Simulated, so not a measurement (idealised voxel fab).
process module | voxel plated lines
cross-section cut | 200 nm wide | cells 5 nm
A cross-section is a grid of square cells, given in bands from the top down. A band is one or more rows of cells.
Each band's line starts with the height of the band's top and of its bottom, in nm. Then come its materials from left to right, each with its width in nm. One material with "throughout" fills the band from edge to edge. "air" is empty space.
Height 0 is the level under which the wafer as received is all one material. The lowest band goes on downwards, as in "0 down".
A width such as "30 to 40" changes by the same amount from each row of cells to the next, from the band's top row to its bottom row.
"no change" after a step means that no cell of the cross-section changed.
closed voids: empty space of 8 cells or more with no open way to the top, each as width x height at its distance from the left edge, in nm
after a step's settings: what the simulator itself notes on the step
overlay nm, on a step with a mask: how far to the right of its planned place the mask lay; to the left if negative
plan
1 op RECEIVE | material Si
2 op CONFORMAL_DEP | material Al2O3 | thk nm 10
3 op DIRECTIONAL_DEP | material TiN | thk nm 5
4 op PATTERN | tone open | mask id LINES | material resist | width nm 15 | pitch nm 55 | thk nm 35 | overlay nm 0
5 op EPI | material Ru | thk nm 10
6 op EPI | material Ru | thk nm 5
7 op EPI | material Ru | thk nm 5
8 op STRIP | etch materials resist
9 op DIRECTIONAL_ETCH | etch materials TiN | depth nm 5
10 op CONFORMAL_DEP | material SiN | thk nm 10
varied across the wafers: width nm of step 4. The plan shows the first wafer's value. All wafers start alike
first wafer as received, after step 1
  0 down: Si throughout
  closed voids: none
first wafer at the end, after step 10
  45 to 35: air 55 | SiN 35 | air 20 | SiN 35 | air 55
  35 to 20: air 55 | SiN 10 | Ru 15 | SiN 10 | air 20 | SiN 10 | Ru 15 | SiN 10 | air 55
  20 to 15: SiN 65 | Ru 15 | SiN 40 | Ru 15 | SiN 65
  15 to 10: SiN 65 | TiN 15 | SiN 40 | TiN 15 | SiN 65
  10 to 0: Al2O3 throughout
  0 down: Si throughout
  closed voids: none
last wafer at the end
  45 to 35: air 45 | SiN 115 | air 40
  35 to 20: air 45 | SiN 10 | Ru 40 | SiN 15 | Ru 40 | SiN 10 | air 40
  20 to 15: SiN 55 | Ru 40 | SiN 15 | Ru 40 | SiN 50
  15 to 10: SiN 55 | TiN 40 | SiN 15 | TiN 40 | SiN 50
  10 to 0: Al2O3 throughout
  0 down: Si throughout
  closed voids: none
each wafer at the end: cells of each material gained (+) or lost (-) since it was received, then its closed voids
width nm 15 | +80 Al2O3 | +24 Ru | +120 SiN | +6 TiN | closed voids: none
width nm 20 | +80 Al2O3 | +32 Ru | +120 SiN | +8 TiN | closed voids: none
width nm 25 | +80 Al2O3 | +40 Ru | +120 SiN | +10 TiN | closed voids: none
width nm 30 | +80 Al2O3 | +48 Ru | +120 SiN | +12 TiN | closed voids: none
width nm 35 | +80 Al2O3 | +56 Ru | +120 SiN | +14 TiN | closed voids: none
width nm 40 | +80 Al2O3 | +64 Ru | +115 SiN | +16 TiN | closed voids: none
